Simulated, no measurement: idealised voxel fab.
process module | voxel double patterning
cross-section cut | 170 nm wide | cells 5 nm
A cross-section is a grid of square cells, given in bands from the top down. A band is one or more rows of cells.
Each band's line starts with the height of the band's top and of its bottom, in nm. Then come its materials from left to right, each with its width in nm. One material with "throughout" fills the band from edge to edge. "air" is empty space.
Height 0 is the level under which the wafer as received is all one material. The lowest band goes on downwards, as in "0 down".
A width such as "30 to 40" changes by the same amount from each row of cells to the next, from the band's top row to its bottom row.
"no change" after a step means that no cell of the cross-section changed.
closed voids: empty space of 8 cells or more with no open way to the top, each as width x height at its distance from the left edge, in nm
after a step's settings: what the simulator itself notes on the step
overlay nm, on a step with a mask: how far to the right of its planned place the mask lay; to the left if negative
plan
1 op RECEIVE | material Si
2 op CONFORMAL_DEP | material SiO2 | thk nm 5
3 op DIRECTIONAL_DEP | material TiN | thk nm 20
4 op DIRECTIONAL_DEP | material SiN | thk nm 10
5 op MASKED_ETCH | tone open | mask id FIRST | width nm 15 | pitch nm 50 | etch materials SiN | depth nm 10 | overlay nm 0
6 op DIRECTIONAL_DEP | material aC | thk nm 10
7 op PATTERN | tone open | mask id SECOND | material resist | width nm 15 | thk nm 30 | overlay nm 0
8 op DIRECTIONAL_ETCH | etch materials aC | depth nm 10
9 op STRIP | etch materials resist
10 op DIRECTIONAL_ETCH | etch materials SiN | depth nm 10
11 op STRIP | etch materials aC
12 op DIRECTIONAL_ETCH | etch materials TiN | depth nm 10
13 op STRIP | etch materials SiN
varied across the wafers: depth nm of step 12. The plan shows the first wafer's value. All wafers start alike
first wafer as received, after step 1
  0 down: Si throughout
  closed voids: none
first wafer at the end, after step 13
  25 to 15: TiN 50 | air 15 | TiN 10 | air 15 | TiN 10 | air 15 | TiN 55
  15 to 5: TiN throughout
  5 to 0: SiO2 throughout
  0 down: Si throughout
  closed voids: none
last wafer at the end
  25 to 5: TiN 50 | air 15 | TiN 10 | air 15 | TiN 10 | air 15 | TiN 55
  5 to 0: SiO2 throughout
  0 down: Si throughout
  closed voids: none
each wafer at the end: cells of each material gained (+) or lost (-) since it was received, then its closed voids
depth nm 10 | +34 SiO2 | +118 TiN | closed voids: none
depth nm 15 | +34 SiO2 | +109 TiN | closed voids: none
depth nm 20 | +34 SiO2 | +100 TiN | closed voids: none
depth nm 25 | +34 SiO2 | +100 TiN | closed voids: none
depth nm 30 | +34 SiO2 | +100 TiN | closed voids: none
depth nm 35 | +34 SiO2 | +100 TiN | closed voids: none
